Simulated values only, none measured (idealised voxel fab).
Process module name: voxel self aligned contacts
The figure presents cross-section cut, which has a width of 290 nm and is divided into square cells with an edge length of 5 nm.
Cross-section format: a grid of square cells, given as bands from top to bottom; each band is one or more rows of cells.
Look at the band entry: it leads with the top's height and the bottom's height in nm. Then it lists the materials left to right, with a width in nm for each. The word "all across" on a single material says that material fills the band edge to edge. The word "blank" is empty space.
For the purposes of this specification, 0 denotes the height below which the wafer in its as-received condition is composed wholly of one material, and the lowermost band, lacking a lower limit, extends downward without end, as expressed in "0..down".
The notation "30->40" denotes a width that varies across the rows of cells in the band, beginning at the first number in the top row, finishing at the second number in the bottom row, and changing by an identical amount from each row to the next.
Reading "identical to before" for a step: not a cell of the cross-section changed in it.
"Sealed internal voids" means: voids of 8 cells or more that are shut off from the top with no open way through. Written width x height at distance, distance from the left edge, in nm.
If you see something after the settings on a step's line, that's the simulator's own remark about that step.
The setting "overlay nm" may be written on the line of a step. When the step uses a mask, the value reports how far to the right of the planned place the mask lay, and a negative value reports that it lay to the left.
From here on the document is pairs. In a pair, the cross-section before one process step comes with the cross-section after it, and the latter goes no deeper than the lowest band that changed. What lies in between, the step and its settings, is written under the pair. A pair may be from a different run of this module on the same starting wafer than the pair above it, so it continues from that pair only where its entry headed "Pre-step profile" says so.

PRE-STEP PROFILE
- 0..down = Si all across
- Sealed internal voids: none

RESULT OF STEP
- 0..-5 = SiO2 all across
- Heights below -5 show no change.
- Sealed internal voids: none
What was done to get from the upper cross-section to the lower one? OXIDIZE, depth nm 5

Pre-step profile: starting point is the after cross-section of the pair just above.

RESULT OF STEP
- 25..0 = polySi all across
- Heights below 0 show no change.
- Sealed internal voids: none
What was done to get from the upper cross-section to the lower one? DIRECTIONAL_DEP, material polySi, thk nm 25

Pre-step profile: starting point is the after cross-section of the pair just above.

RESULT OF STEP
- 45..25 = SiN all across
- Heights below 25 show no change.
- Sealed internal voids: none
What was done to get from the upper cross-section to the lower one? DIRECTIONAL_DEP, material SiN, thk nm 20

Pre-step profile: starting point is the after cross-section of the pair just above.

RESULT OF STEP
- 55..45 = aC all across
- Heights below 45 show no change.
- Sealed internal voids: none
What was done to get from the upper cross-section to the lower one? DIRECTIONAL_DEP, material aC, thk nm 10

Pre-step profile: starting point is the after cross-section of the pair just above.

RESULT OF STEP
- 80..55 = 100 of blank; 25 of resist; 35 of blank; 25 of resist; 105 of blank
- Heights below 55 show no change.
- Sealed internal voids: none
What was done to get from the upper cross-section to the lower one? PATTERN, tone cover, mask id GATE, material resist, width nm 25, pitch nm 60, thk nm 25, overlay nm 0

Pre-step profile: starting point is the after cross-section of the pair just above.

RESULT OF STEP
- 70..55 = 100 of blank; 25 of resist; 35 of blank; 25 of resist; 105 of blank
- 55..45 = 100 of blank; 25 of aC; 35 of blank; 25 of aC; 105 of blank
- Heights below 45 show no change.
- Sealed internal voids: none
What was done to get from the upper cross-section to the lower one? DIRECTIONAL_ETCH, etch materials aC, depth nm 10

Pre-step profile: starting point is the after cross-section of the pair just above.

RESULT OF STEP
- 55..45 = 100 of blank; 25 of aC; 35 of blank; 25 of aC; 105 of blank
- Heights below 45 show no change.
- Sealed internal voids: none
What was done to get from the upper cross-section to the lower one? STRIP, etch materials resist

Pre-step profile: starting point is the after cross-section of the pair just above.

RESULT OF STEP
- 55..45 = 100 of blank; 25 of aC; 35 of blank; 25 of aC; 105 of blank
- 45..25 = 100 of blank; 25 of SiN; 35 of blank; 25 of SiN; 105 of blank
- Heights below 25 show no change.
- Sealed internal voids: none
What was done to get from the upper cross-section to the lower one? DIRECTIONAL_ETCH, etch materials SiN, depth nm 20

Pre-step profile: starting point is the after cross-section of the pair just above.

RESULT OF STEP
- 55..45 = 100 of blank; 25 of aC; 35 of blank; 25 of aC; 105 of blank
- 45..25 = 100 of blank; 25 of SiN; 35 of blank; 25 of SiN; 105 of blank
- 25..0 = 100 of blank; 25 of polySi; 35 of blank; 25 of polySi; 105 of blank
- Heights below 0 show no change.
- Sealed internal voids: none
What was done to get from the upper cross-section to the lower one? DIRECTIONAL_ETCH, etch materials polySi, depth nm 25

Pre-step profile: starting point is the after cross-section of the pair just above.

RESULT OF STEP
- 45..25 = 100 of blank; 25 of SiN; 35 of blank; 25 of SiN; 105 of blank
- Heights below 25 show no change.
- Sealed internal voids: none
What was done to get from the upper cross-section to the lower one? STRIP, etch materials aC

Pre-step profile: starting point is the after cross-section of the pair just above.

RESULT OF STEP
- 55..25 = 90 of blank; 45 of SiN; 15 of blank; 45 of SiN; 95 of blank
- 25..10 = 90 of blank; 10 of SiN; 25 of polySi; 10 of SiN; 15 of blank; 10 of SiN; 25 of polySi; 10 of SiN; 95 of blank
- 10..0 = 100 of SiN; 25 of polySi; 35 of SiN; 25 of polySi; 105 of SiN
- Heights below 0 show no change.
- Sealed internal voids: none
What was done to get from the upper cross-section to the lower one? CONFORMAL_DEP, material SiN, thk nm 10

Pre-step profile: starting point is the after cross-section of the pair just above.

RESULT OF STEP
- 45..25 = 90 of blank; 45 of SiN; 15 of blank; 45 of SiN; 95 of blank
- 25..0 = 90 of blank; 10 of SiN; 25 of polySi; 10 of SiN; 15 of blank; 10 of SiN; 25 of polySi; 10 of SiN; 95 of blank
- Heights below 0 show no change.
- Sealed internal voids: none
What was done to get from the upper cross-section to the lower one? DIRECTIONAL_ETCH, etch materials SiN, depth nm 10

Pre-step profile: starting point is the after cross-section of the pair just above.

RESULT OF STEP
- 65..45 = SiO2 all across
- 45..25 = 90 of SiO2; 45 of SiN; 15 of SiO2; 45 of SiN; 95 of SiO2
- 25..0 = 90 of SiO2; 10 of SiN; 25 of polySi; 10 of SiN; 15 of SiO2; 10 of SiN; 25 of polySi; 10 of SiN; 95 of SiO2
- Heights below 0 show no change.
- Sealed internal voids: none
What was done to get from the upper cross-section to the lower one? FILL_DEP, material SiO2, thk nm 20

Pre-step profile: starting point is the after cross-section of the pair just above.

RESULT OF STEP
- 55..45 = SiO2 all across
- Heights below 45 show no change.
- Sealed internal voids: none
What was done to get from the upper cross-section to the lower one? CMP, height nm 55

Pre-step profile: starting point is the after cross-section of the pair just above.

RESULT OF STEP
- 55..45 = 120 of SiO2; 45 of blank; 125 of SiO2
- 45..25 = 90 of SiO2; 45 of SiN; 15 of blank; 45 of SiN; 95 of SiO2
- 25..0 = 90 of SiO2; 10 of SiN; 25 of polySi; 10 of SiN; 15 of blank; 10 of SiN; 25 of polySi; 10 of SiN; 95 of SiO2
- 0..-5 = 135 of SiO2; 15 of blank; 140 of SiO2
- Heights below -5 show no change.
- Sealed internal voids: none
What was done to get from the upper cross-section to the lower one? MASKED_ETCH, tone open, mask id CONTACT, width nm 45, etch materials SiO2, depth nm 60, overlay nm 0

Pre-step profile: starting point is the after cross-section of the pair just above.

RESULT OF STEP
- 60..55 = 125 of TiN; 35 of blank; 130 of TiN
- 55..45 = 120 of SiO2; 5->20 of TiN; 35->5 of blank; 5->20 of TiN; 125 of SiO2
- 45..25 = 90 of SiO2; 45 of SiN; 5 of TiN; 5 of blank; 5 of TiN; 45 of SiN; 95 of SiO2
- 25..0 = 90 of SiO2; 10 of SiN; 25 of polySi; 10 of SiN; 5 of TiN; 5 of blank; 5 of TiN; 10 of SiN; 25 of polySi; 10 of SiN; 95 of SiO2
- 0..-5 = 135 of SiO2; 15 of TiN; 140 of SiO2
- Heights below -5 show no change.
- Sealed internal voids: none
What was done to get from the upper cross-section to the lower one? CONFORMAL_DEP, material TiN, thk nm 5

Pre-step profile: starting point is the after cross-section of the pair just above.

RESULT OF STEP
- 70..60 = Ru all across
- 60..55 = 125 of TiN; 35 of Ru; 130 of TiN
- 55..45 = 120 of SiO2; 5->20 of TiN; 35->5 of Ru; 5->20 of TiN; 125 of SiO2
- 45..25 = 90 of SiO2; 45 of SiN; 5 of TiN; 5 of Ru; 5 of TiN; 45 of SiN; 95 of SiO2
- 25..0 = 90 of SiO2; 10 of SiN; 25 of polySi; 10 of SiN; 5 of TiN; 5 of Ru; 5 of TiN; 10 of SiN; 25 of polySi; 10 of SiN; 95 of SiO2
- Heights below 0 show no change.
- Sealed internal voids: none
What was done to get from the upper cross-section to the lower one? FILL_DEP, material Ru, thk nm 10

Pre-step profile: starting point is the after cross-section of the pair just above.

RESULT OF STEP
- 55..45 = 120 of SiO2; 5->20 of TiN; 35->5 of Ru; 5->20 of TiN; 125 of SiO2
- Heights below 45 show no change.
- Sealed internal voids: none
What was done to get from the upper cross-section to the lower one? CMP, height nm 55

Pre-step profile: starting point is the after cross-section of the pair just above.

RESULT OF STEP
- 60..55 = SiN all across
- Heights below 55 show no change.
- Sealed internal voids: none
What was done to get from the upper cross-section to the lower one? CONFORMAL_DEP, material SiN, thk nm 5

PRE-STEP PROFILE
- 70..60 = Ru all across
- 60..55 = 125 of TiN; 35 of Ru; 130 of TiN
- 55..45 = 120 of SiO2; 5->20 of TiN; 35->5 of Ru; 5->20 of TiN; 125 of SiO2
- 45..25 = 90 of SiO2; 45 of SiN; 5 of TiN; 5 of Ru; 5 of TiN; 45 of SiN; 95 of SiO2
- 25..0 = 90 of SiO2; 10 of SiN; 25 of polySi; 10 of SiN; 5 of TiN; 5 of Ru; 5 of TiN; 10 of SiN; 25 of polySi; 10 of SiN; 95 of SiO2
- 0..-5 = 135 of SiO2; 15 of TiN; 140 of SiO2
- -5..down = Si all across
- Sealed internal voids: none

RESULT OF STEP
- 75..70 = SiN all across
- Heights below 70 show no change.
- Sealed internal voids: none
What was done to get from the upper cross-section to the lower one? CONFORMAL_DEP, material SiN, thk nm 5

PRE-STEP PROFILE
- 25..0 = polySi all across
- 0..-5 = SiO2 all across
- -5..down = Si all across
- Sealed internal voids: none

RESULT OF STEP
- 50..0 = polySi all across
- Heights below 0 show no change.
- Sealed internal voids: none
What was done to get from the upper cross-section to the lower one? DIRECTIONAL_DEP, material polySi, thk nm 25

Pre-step profile: starting point is the after cross-section of the pair just above.

RESULT OF STEP
- 70..50 = SiN all across
- Heights below 50 show no change.
- Sealed internal voids: none
What was done to get from the upper cross-section to the lower one? DIRECTIONAL_DEP, material SiN, thk nm 20

Pre-step profile: starting point is the after cross-section of the pair just above.

RESULT OF STEP
- 80..70 = aC all across
- Heights below 70 show no change.
- Sealed internal voids: none
What was done to get from the upper cross-section to the lower one? DIRECTIONAL_DEP, material aC, thk nm 10

Pre-step profile: starting point is the after cross-section of the pair just above.

RESULT OF STEP
- 105..80 = 100 of blank; 25 of resist; 35 of blank; 25 of resist; 105 of blank
- Heights below 80 show no change.
- Sealed internal voids: none
What was done to get from the upper cross-section to the lower one? PATTERN, tone cover, mask id GATE, material resist, width nm 25, pitch nm 60, thk nm 25, overlay nm 0

Pre-step profile: starting point is the after cross-section of the pair just above.

RESULT OF STEP
- 95..80 = 100 of blank; 25 of resist; 35 of blank; 25 of resist; 105 of blank
- 80..70 = 100 of blank; 25 of aC; 35 of blank; 25 of aC; 105 of blank
- Heights below 70 show no change.
- Sealed internal voids: none
What was done to get from the upper cross-section to the lower one? DIRECTIONAL_ETCH, etch materials aC, depth nm 10

Pre-step profile: starting point is the after cross-section of the pair just above.

RESULT OF STEP
- 80..70 = 100 of blank; 25 of aC; 35 of blank; 25 of aC; 105 of blank
- Heights below 70 show no change.
- Sealed internal voids: none
What was done to get from the upper cross-section to the lower one? STRIP, etch materials resist

Pre-step profile: starting point is the after cross-section of the pair just above.

RESULT OF STEP
- 80..70 = 100 of blank; 25 of aC; 35 of blank; 25 of aC; 105 of blank
- 70..50 = 100 of blank; 25 of SiN; 35 of blank; 25 of SiN; 105 of blank
- Heights below 50 show no change.
- Sealed internal voids: none
What was done to get from the upper cross-section to the lower one? DIRECTIONAL_ETCH, etch materials SiN, depth nm 20

Pre-step profile: starting point is the after cross-section of the pair just above.

RESULT OF STEP
- 80..70 = 100 of blank; 25 of aC; 35 of blank; 25 of aC; 105 of blank
- 70..50 = 100 of blank; 25 of SiN; 35 of blank; 25 of SiN; 105 of blank
- 50..25 = 100 of blank; 25 of polySi; 35 of blank; 25 of polySi; 105 of blank
- Heights below 25 show no change.
- Sealed internal voids: none
What was done to get from the upper cross-section to the lower one? DIRECTIONAL_ETCH, etch materials polySi, depth nm 25

Pre-step profile: starting point is the after cross-section of the pair just above.

RESULT OF STEP
- 70..50 = 100 of blank; 25 of SiN; 35 of blank; 25 of SiN; 105 of blank
- Heights below 50 show no change.
- Sealed internal voids: none
What was done to get from the upper cross-section to the lower one? STRIP, etch materials aC

Pre-step profile: starting point is the after cross-section of the pair just above.

RESULT OF STEP
- 80..50 = 90 of blank; 45 of SiN; 15 of blank; 45 of SiN; 95 of blank
- 50..35 = 90 of blank; 10 of SiN; 25 of polySi; 10 of SiN; 15 of blank; 10 of SiN; 25 of polySi; 10 of SiN; 95 of blank
- 35..25 = 100 of SiN; 25 of polySi; 35 of SiN; 25 of polySi; 105 of SiN
- Heights below 25 show no change.
- Sealed internal voids: none
What was done to get from the upper cross-section to the lower one? CONFORMAL_DEP, material SiN, thk nm 10

Pre-step profile: starting point is the after cross-section of the pair just above.

RESULT OF STEP
- 70..50 = 90 of blank; 45 of SiN; 15 of blank; 45 of SiN; 95 of blank
- 50..25 = 90 of blank; 10 of SiN; 25 of polySi; 10 of SiN; 15 of blank; 10 of SiN; 25 of polySi; 10 of SiN; 95 of blank
- Heights below 25 show no change.
- Sealed internal voids: none
What was done to get from the upper cross-section to the lower one? DIRECTIONAL_ETCH, etch materials SiN, depth nm 10

Pre-step profile: starting point is the after cross-section of the pair just above.

RESULT OF STEP
- 90..70 = SiO2 all across
- 70..50 = 90 of SiO2; 45 of SiN; 15 of SiO2; 45 of SiN; 95 of SiO2
- 50..25 = 90 of SiO2; 10 of SiN; 25 of polySi; 10 of SiN; 15 of SiO2; 10 of SiN; 25 of polySi; 10 of SiN; 95 of SiO2
- Heights below 25 show no change.
- Sealed internal voids: none
What was done to get from the upper cross-section to the lower one? FILL_DEP, material SiO2, thk nm 20

Pre-step profile: starting point is the after cross-section of the pair just above.

RESULT OF STEP
- 55..50 = 90 of SiO2; 45 of SiN; 15 of SiO2; 45 of SiN; 95 of SiO2
- Heights below 50 show no change.
- Sealed internal voids: none
What was done to get from the upper cross-section to the lower one? CMP, height nm 55

Pre-step profile: starting point is the after cross-section of the pair just above.

RESULT OF STEP
- 55..50 = 90 of SiO2; 45 of SiN; 15 of blank; 45 of SiN; 95 of SiO2
- 50..25 = 90 of SiO2; 10 of SiN; 25 of polySi; 10 of SiN; 15 of blank; 10 of SiN; 25 of polySi; 10 of SiN; 95 of SiO2
- Heights below 25 show no change.
- Sealed internal voids: none
What was done to get from the upper cross-section to the lower one? MASKED_ETCH, tone open, mask id CONTACT, width nm 45, etch materials SiO2, depth nm 60, overlay nm 0

Pre-step profile: starting point is the after cross-section of the pair just above.

RESULT OF STEP
- 60..55 = 140 of TiN; 5 of blank; 145 of TiN
- 55..50 = 90 of SiO2; 45 of SiN; 5 of TiN; 5 of blank; 5 of TiN; 45 of SiN; 95 of SiO2
- 50..30 = 90 of SiO2; 10 of SiN; 25 of polySi; 10 of SiN; 5 of TiN; 5 of blank; 5 of TiN; 10 of SiN; 25 of polySi; 10 of SiN; 95 of SiO2
- 30..25 = 90 of SiO2; 10 of SiN; 25 of polySi; 10 of SiN; 15 of TiN; 10 of SiN; 25 of polySi; 10 of SiN; 95 of SiO2
- Heights below 25 show no change.
- Sealed internal voids: none
What was done to get from the upper cross-section to the lower one? CONFORMAL_DEP, material TiN, thk nm 5

Pre-step profile: starting point is the after cross-section of the pair just above.

RESULT OF STEP
- 70..60 = Ru all across
- 60..55 = 140 of TiN; 5 of Ru; 145 of TiN
- 55..50 = 90 of SiO2; 45 of SiN; 5 of TiN; 5 of Ru; 5 of TiN; 45 of SiN; 95 of SiO2
- 50..30 = 90 of SiO2; 10 of SiN; 25 of polySi; 10 of SiN; 5 of TiN; 5 of Ru; 5 of TiN; 10 of SiN; 25 of polySi; 10 of SiN; 95 of SiO2
- Heights below 30 show no change.
- Sealed internal voids: none
What was done to get from the upper cross-section to the lower one? FILL_DEP, material Ru, thk nm 10

Pre-step profile: starting point is the after cross-section of the pair just above.

RESULT OF STEP
- 55..50 = 90 of SiO2; 45 of SiN; 5 of TiN; 5 of Ru; 5 of TiN; 45 of SiN; 95 of SiO2
- Heights below 50 show no change.
- Sealed internal voids: none
What was done to get from the upper cross-section to the lower one? CMP, height nm 55

Pre-step profile: starting point is the after cross-section of the pair just above.

RESULT OF STEP
- 60..55 = SiN all across
- Heights below 55 show no change.
- Sealed internal voids: none
What was done to get from the upper cross-section to the lower one? CONFORMAL_DEP, material SiN, thk nm 5

PRE-STEP PROFILE
- 45..25 = 100 of blank; 25 of SiN; 35 of blank; 25 of SiN; 105 of blank
- 25..0 = 100 of blank; 25 of polySi; 35 of blank; 25 of polySi; 105 of blank
- 0..-5 = SiO2 all across
- -5..down = Si all across
- Sealed internal voids: none

RESULT OF STEP
- 35..25 = 100 of blank; 25 of SiN; 35 of blank; 25 of SiN; 105 of blank
- Heights below 25 show no change.
- Sealed internal voids: none
What was done to get from the upper cross-section to the lower one? DIRECTIONAL_ETCH, etch materials SiN, depth nm 10

Pre-step profile: starting point is the after cross-section of the pair just above.

RESULT OF STEP
- 45..25 = 90 of blank; 45 of SiN; 15 of blank; 45 of SiN; 95 of blank
- 25..10 = 90 of blank; 10 of SiN; 25 of polySi; 10 of SiN; 15 of blank; 10 of SiN; 25 of polySi; 10 of SiN; 95 of blank
- 10..0 = 100 of SiN; 25 of polySi; 35 of SiN; 25 of polySi; 105 of SiN
- Heights below 0 show no change.
- Sealed internal voids: none
What was done to get from the upper cross-section to the lower one? CONFORMAL_DEP, material SiN, thk nm 10

Pre-step profile: starting point is the after cross-section of the pair just above.

RESULT OF STEP
- 65..45 = SiO2 all across
- 45..25 = 90 of SiO2; 45 of SiN; 15 of SiO2; 45 of SiN; 95 of SiO2
- 25..10 = 90 of SiO2; 10 of SiN; 25 of polySi; 10 of SiN; 15 of SiO2; 10 of SiN; 25 of polySi; 10 of SiN; 95 of SiO2
- Heights below 10 show no change.
- Sealed internal voids: none
What was done to get from the upper cross-section to the lower one? FILL_DEP, material SiO2, thk nm 20

Pre-step profile: starting point is the after cross-section of the pair just above.

RESULT OF STEP
- 55..45 = SiO2 all across
- Heights below 45 show no change.
- Sealed internal voids: none
What was done to get from the upper cross-section to the lower one? CMP, height nm 55

Pre-step profile: starting point is the after cross-section of the pair just above.

RESULT OF STEP
- 55..45 = 120 of SiO2; 45 of blank; 125 of SiO2
- 45..25 = 90 of SiO2; 45 of SiN; 15 of blank; 45 of SiN; 95 of SiO2
- 25..10 = 90 of SiO2; 10 of SiN; 25 of polySi; 10 of SiN; 15 of blank; 10 of SiN; 25 of polySi; 10 of SiN; 95 of SiO2
- Heights below 10 show no change.
- Sealed internal voids: none
What was done to get from the upper cross-section to the lower one? MASKED_ETCH, tone open, mask id CONTACT, width nm 45, etch materials SiO2, depth nm 60, overlay nm 0

Pre-step profile: starting point is the after cross-section of the pair just above.

RESULT OF STEP
- 60..55 = 125 of TiN; 35 of blank; 130 of TiN
- 55..45 = 120 of SiO2; 5->20 of TiN; 35->5 of blank; 5->20 of TiN; 125 of SiO2
- 45..25 = 90 of SiO2; 45 of SiN; 5 of TiN; 5 of blank; 5 of TiN; 45 of SiN; 95 of SiO2
- 25..15 = 90 of SiO2; 10 of SiN; 25 of polySi; 10 of SiN; 5 of TiN; 5 of blank; 5 of TiN; 10 of SiN; 25 of polySi; 10 of SiN; 95 of SiO2
- 15..10 = 90 of SiO2; 10 of SiN; 25 of polySi; 10 of SiN; 15 of TiN; 10 of SiN; 25 of polySi; 10 of SiN; 95 of SiO2
- Heights below 10 show no change.
- Sealed internal voids: none
What was done to get from the upper cross-section to the lower one? CONFORMAL_DEP, material TiN, thk nm 5

Pre-step profile: starting point is the after cross-section of the pair just above.

RESULT OF STEP
- 70..60 = Ru all across
- 60..55 = 125 of TiN; 35 of Ru; 130 of TiN
- 55..45 = 120 of SiO2; 5->20 of TiN; 35->5 of Ru; 5->20 of TiN; 125 of SiO2
- 45..25 = 90 of SiO2; 45 of SiN; 5 of TiN; 5 of Ru; 5 of TiN; 45 of SiN; 95 of SiO2
- 25..15 = 90 of SiO2; 10 of SiN; 25 of polySi; 10 of SiN; 5 of TiN; 5 of Ru; 5 of TiN; 10 of SiN; 25 of polySi; 10 of SiN; 95 of SiO2
- Heights below 15 show no change.
- Sealed internal voids: none
What was done to get from the upper cross-section to the lower one? FILL_DEP, material Ru, thk nm 10

Pre-step profile: starting point is the after cross-section of the pair just above.

RESULT OF STEP
- 55..45 = 120 of SiO2; 5->20 of TiN; 35->5 of Ru; 5->20 of TiN; 125 of SiO2
- Heights below 45 show no change.
- Sealed internal voids: none
What was done to get from the upper cross-section to the lower one? CMP, height nm 55

Pre-step profile: starting point is the after cross-section of the pair just above.

RESULT OF STEP
- 60..55 = SiN all across
- Heights below 55 show no change.
- Sealed internal voids: none
What was done to get from the upper cross-section to the lower one? CONFORMAL_DEP, material SiN, thk nm 5

PRE-STEP PROFILE
- 0..down = Si all across
- Sealed internal voids: none

RESULT OF STEP
- 0..-10 = SiO2 all across
- Heights below -10 show no change.
- Sealed internal voids: none
What was done to get from the upper cross-section to the lower one? OXIDIZE, depth nm 10

Pre-step profile: starting point is the after cross-section of the pair just above.

RESULT OF STEP
- 25..0 = polySi all across
- Heights below 0 show no change.
- Sealed internal voids: none
What was done to get from the upper cross-section to the lower one? DIRECTIONAL_DEP, material polySi, thk nm 25

Pre-step profile: starting point is the after cross-section of the pair just above.

RESULT OF STEP
- 45..25 = SiN all across
- Heights below 25 show no change.
- Sealed internal voids: none
What was done to get from the upper cross-section to the lower one? DIRECTIONAL_DEP, material SiN, thk nm 20

Pre-step profile: starting point is the after cross-section of the pair just above.

RESULT OF STEP
- 55..45 = aC all across
- Heights below 45 show no change.
- Sealed internal voids: none
What was done to get from the upper cross-section to the lower one? DIRECTIONAL_DEP, material aC, thk nm 10

Pre-step profile: starting point is the after cross-section of the pair just above.

RESULT OF STEP
- 80..55 = 100 of blank; 25 of resist; 35 of blank; 25 of resist; 105 of blank
- Heights below 55 show no change.
- Sealed internal voids: none
What was done to get from the upper cross-section to the lower one? PATTERN, tone cover, mask id GATE, material resist, width nm 25, pitch nm 60, thk nm 25, overlay nm 0

Pre-step profile: starting point is the after cross-section of the pair just above.

RESULT OF STEP
- 70..55 = 100 of blank; 25 of resist; 35 of blank; 25 of resist; 105 of blank
- 55..45 = 100 of blank; 25 of aC; 35 of blank; 25 of aC; 105 of blank
- Heights below 45 show no change.
- Sealed internal voids: none
What was done to get from the upper cross-section to the lower one? DIRECTIONAL_ETCH, etch materials aC, depth nm 10

Pre-step profile: starting point is the after cross-section of the pair just above.

RESULT OF STEP
- 55..45 = 100 of blank; 25 of aC; 35 of blank; 25 of aC; 105 of blank
- Heights below 45 show no change.
- Sealed internal voids: none
What was done to get from the upper cross-section to the lower one? STRIP, etch materials resist

Pre-step profile: starting point is the after cross-section of the pair just above.

RESULT OF STEP
- 55..45 = 100 of blank; 25 of aC; 35 of blank; 25 of aC; 105 of blank
- 45..25 = 100 of blank; 25 of SiN; 35 of blank; 25 of SiN; 105 of blank
- Heights below 25 show no change.
- Sealed internal voids: none
What was done to get from the upper cross-section to the lower one? DIRECTIONAL_ETCH, etch materials SiN, depth nm 20

Pre-step profile: starting point is the after cross-section of the pair just above.

RESULT OF STEP
- 55..45 = 100 of blank; 25 of aC; 35 of blank; 25 of aC; 105 of blank
- 45..25 = 100 of blank; 25 of SiN; 35 of blank; 25 of SiN; 105 of blank
- 25..0 = 100 of blank; 25 of polySi; 35 of blank; 25 of polySi; 105 of blank
- Heights below 0 show no change.
- Sealed internal voids: none
What was done to get from the upper cross-section to the lower one? DIRECTIONAL_ETCH, etch materials polySi, depth nm 25

Pre-step profile: starting point is the after cross-section of the pair just above.

RESULT OF STEP
- 45..25 = 100 of blank; 25 of SiN; 35 of blank; 25 of SiN; 105 of blank
- Heights below 25 show no change.
- Sealed internal voids: none
What was done to get from the upper cross-section to the lower one? STRIP, etch materials aC

Pre-step profile: starting point is the after cross-section of the pair just above.

RESULT OF STEP
- 55..25 = 90 of blank; 45 of SiN; 15 of blank; 45 of SiN; 95 of blank
- 25..10 = 90 of blank; 10 of SiN; 25 of polySi; 10 of SiN; 15 of blank; 10 of SiN; 25 of polySi; 10 of SiN; 95 of blank
- 10..0 = 100 of SiN; 25 of polySi; 35 of SiN; 25 of polySi; 105 of SiN
- Heights below 0 show no change.
- Sealed internal voids: none
What was done to get from the upper cross-section to the lower one? CONFORMAL_DEP, material SiN, thk nm 10

Pre-step profile: starting point is the after cross-section of the pair just above.

RESULT OF STEP
- 45..25 = 90 of blank; 45 of SiN; 15 of blank; 45 of SiN; 95 of blank
- 25..0 = 90 of blank; 10 of SiN; 25 of polySi; 10 of SiN; 15 of blank; 10 of SiN; 25 of polySi; 10 of SiN; 95 of blank
- Heights below 0 show no change.
- Sealed internal voids: none
What was done to get from the upper cross-section to the lower one? DIRECTIONAL_ETCH, etch materials SiN, depth nm 10

Pre-step profile: starting point is the after cross-section of the pair just above.

RESULT OF STEP
- 65..45 = SiO2 all across
- 45..25 = 90 of SiO2; 45 of SiN; 15 of SiO2; 45 of SiN; 95 of SiO2
- 25..0 = 90 of SiO2; 10 of SiN; 25 of polySi; 10 of SiN; 15 of SiO2; 10 of SiN; 25 of polySi; 10 of SiN; 95 of SiO2
- Heights below 0 show no change.
- Sealed internal voids: none
What was done to get from the upper cross-section to the lower one? FILL_DEP, material SiO2, thk nm 20

Pre-step profile: starting point is the after cross-section of the pair just above.

RESULT OF STEP
- 55..45 = SiO2 all across
- Heights below 45 show no change.
- Sealed internal voids: none
What was done to get from the upper cross-section to the lower one? CMP, height nm 55

Pre-step profile: starting point is the after cross-section of the pair just above.

RESULT OF STEP
- 55..45 = 120 of SiO2; 45 of blank; 125 of SiO2
- 45..25 = 90 of SiO2; 45 of SiN; 15 of blank; 45 of SiN; 95 of SiO2
- 25..0 = 90 of SiO2; 10 of SiN; 25 of polySi; 10 of SiN; 15 of blank; 10 of SiN; 25 of polySi; 10 of SiN; 95 of SiO2
- 0..-5 = 135 of SiO2; 15 of blank; 140 of SiO2
- Heights below -5 show no change.
- Sealed internal voids: none
What was done to get from the upper cross-section to the lower one? MASKED_ETCH, tone open, mask id CONTACT, width nm 45, etch materials SiO2, depth nm 60, overlay nm 0

Pre-step profile: starting point is the after cross-section of the pair just above.

RESULT OF STEP
- 60..55 = 125 of TiN; 35 of blank; 130 of TiN
- 55..45 = 120 of SiO2; 5->20 of TiN; 35->5 of blank; 5->20 of TiN; 125 of SiO2
- 45..25 = 90 of SiO2; 45 of SiN; 5 of TiN; 5 of blank; 5 of TiN; 45 of SiN; 95 of SiO2
- 25..0 = 90 of SiO2; 10 of SiN; 25 of polySi; 10 of SiN; 5 of TiN; 5 of blank; 5 of TiN; 10 of SiN; 25 of polySi; 10 of SiN; 95 of SiO2
- 0..-5 = 135 of SiO2; 15 of TiN; 140 of SiO2
- Heights below -5 show no change.
- Sealed internal voids: none
What was done to get from the upper cross-section to the lower one? CONFORMAL_DEP, material TiN, thk nm 5

Pre-step profile: starting point is the after cross-section of the pair just above.

RESULT OF STEP
- 70..60 = Ru all across
- 60..55 = 125 of TiN; 35 of Ru; 130 of TiN
- 55..45 = 120 of SiO2; 5->20 of TiN; 35->5 of Ru; 5->20 of TiN; 125 of SiO2
- 45..25 = 90 of SiO2; 45 of SiN; 5 of TiN; 5 of Ru; 5 of TiN; 45 of SiN; 95 of SiO2
- 25..0 = 90 of SiO2; 10 of SiN; 25 of polySi; 10 of SiN; 5 of TiN; 5 of Ru; 5 of TiN; 10 of SiN; 25 of polySi; 10 of SiN; 95 of SiO2
- Heights below 0 show no change.
- Sealed internal voids: none
What was done to get from the upper cross-section to the lower one? FILL_DEP, material Ru, thk nm 10

Pre-step profile: starting point is the after cross-section of the pair just above.

RESULT OF STEP
- 55..45 = 120 of SiO2; 5->20 of TiN; 35->5 of Ru; 5->20 of TiN; 125 of SiO2
- Heights below 45 show no change.
- Sealed internal voids: none
What was done to get from the upper cross-section to the lower one? CMP, height nm 55

Pre-step profile: starting point is the after cross-section of the pair just above.

RESULT OF STEP
- 60..55 = SiN all across
- Heights below 55 show no change.
- Sealed internal voids: none
What was done to get from the upper cross-section to the lower one? CONFORMAL_DEP, material SiN, thk nm 5

PRE-STEP PROFILE
- 55..45 = SiO2 all across
- 45..25 = 90 of SiO2; 45 of SiN; 15 of SiO2; 45 of SiN; 95 of SiO2
- 25..0 = 90 of SiO2; 10 of SiN; 25 of polySi; 10 of SiN; 15 of SiO2; 10 of SiN; 25 of polySi; 10 of SiN; 95 of SiO2
- 0..-5 = SiO2 all across
- -5..down = Si all across
- Sealed internal voids: none

RESULT OF STEP
- 55..45 = 115 of SiO2; 55 of blank; 120 of SiO2
- 45..25 = 90 of SiO2; 45 of SiN; 15 of blank; 45 of SiN; 95 of SiO2
- 25..0 = 90 of SiO2; 10 of SiN; 25 of polySi; 10 of SiN; 15 of blank; 10 of SiN; 25 of polySi; 10 of SiN; 95 of SiO2
- 0..-5 = 135 of SiO2; 15 of blank; 140 of SiO2
- Heights below -5 show no change.
- Sealed internal voids: none
What was done to get from the upper cross-section to the lower one? MASKED_ETCH, tone open, mask id CONTACT, width nm 55, etch materials SiO2, depth nm 60, overlay nm 0

Pre-step profile: starting point is the after cross-section of the pair just above.

RESULT OF STEP
- 60..55 = 120 of TiN; 45 of blank; 125 of TiN
- 55..45 = 115 of SiO2; 5->25 of TiN; 45->5 of blank; 5->25 of TiN; 120 of SiO2
- 45..25 = 90 of SiO2; 45 of SiN; 5 of TiN; 5 of blank; 5 of TiN; 45 of SiN; 95 of SiO2
- 25..0 = 90 of SiO2; 10 of SiN; 25 of polySi; 10 of SiN; 5 of TiN; 5 of blank; 5 of TiN; 10 of SiN; 25 of polySi; 10 of SiN; 95 of SiO2
- 0..-5 = 135 of SiO2; 15 of TiN; 140 of SiO2
- Heights below -5 show no change.
- Sealed internal voids: none
What was done to get from the upper cross-section to the lower one? CONFORMAL_DEP, material TiN, thk nm 5
